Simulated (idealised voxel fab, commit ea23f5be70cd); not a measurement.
Process module under the name voxel released beams
The cross-section on display is named cut; it measures 250 nm wide, and its cells are 5 nm squares.
Heads up, the way a cross-section reads in here is a grid of square cells, handed over as bands from the top down, with every band being one or more rows of cells.
Look at the band entry: it leads with the top's height and the bottom's height in nm. Then it lists the materials left to right, with a width in nm for each. The word "throughout" on a single material says that material fills the band edge to edge. The word "air" is empty space.
Beneath 0, the wafer as received is one material, and that level is where height counting begins. The lowest band goes on downward without a bottom; it is written like "0 down".
Quick explanation for "30 to 40": the width changes in equal steps down the rows of cells, from the first number in the band's top row to the second number in its bottom row.
Where the words "everything unchanged" appear for a step, the cross-section shows no cell changed by that step; every cell remained as before.
The list in "Fully enclosed voids" covers empty spaces of 8 cells or more that cannot reach the top through any open way, and it gives each as width x height at distance; the distance is from the left edge, and width, height and distance are in nm.
Whatever follows a step's settings on its line is a remark the simulator itself makes about that step.
"overlay nm", when on a step's line for a step with a mask, measures how far to the right of its planned place the mask lay; a negative measure means to the left.
Below is the list of planned process steps:
- 1: RECEIVE,material Si
- 2: CONFORMAL_DEP,material Al2O3,thk nm 10
- 3: DIRECTIONAL_DEP,material SiO2,thk nm 15
- 4: DIRECTIONAL_DEP,material aC,thk nm 15
- 5: PATTERN,tone open,mask id ANCHOR,material resist,width nm 35,thk nm 35,overlay nm 0
- 6: DIRECTIONAL_ETCH,etch materials aC,depth nm 15
- 7: STRIP,etch materials resist
- 8: DIRECTIONAL_ETCH,etch materials SiO2,depth nm 15
- 9: STRIP,etch materials aC
- 10: CONFORMAL_DEP,material W,thk nm 10
- 11: DIRECTIONAL_DEP,material aC,thk nm 10
- 12: PATTERN,tone cover,mask id BEAM,material resist,width nm 95,thk nm 25,overlay nm 0
- 13: DIRECTIONAL_ETCH,etch materials aC,depth nm 10
- 14: STRIP,etch materials resist
- 15: DIRECTIONAL_ETCH,etch materials W,depth nm 10
- 16: STRIP,etch materials aC
- 17: STRIP,etch materials SiO2
Incoming wafer in cross-section (state: after step 1):
0 down | Si throughout
Fully enclosed voids: none
Same starting wafer, same plan as above, one mistake in the execution; this is the cross-section at the end of the module:
45 to 35 | Al2O3 90 nm | air 15 nm | Al2O3 145 nm
35 to 30 | W 90 nm | air 15 nm | W 145 nm
30 to 25 | W 90 nm | Al2O3 15 nm | W 145 nm
25 to 20 | SiO2 80 nm | W 10 nm | Al2O3 15 nm | W 10 nm | SiO2 135 nm
20 to 10 | SiO2 80 nm | W 35 nm | SiO2 135 nm
10 to 0 | Al2O3 throughout
0 down | Si throughout
Fully enclosed voids: none
Short version of what went wrong: step 11 went in with a setting other than planned; the actual run was DIRECTIONAL_DEP,material Al2O3,thk nm 10
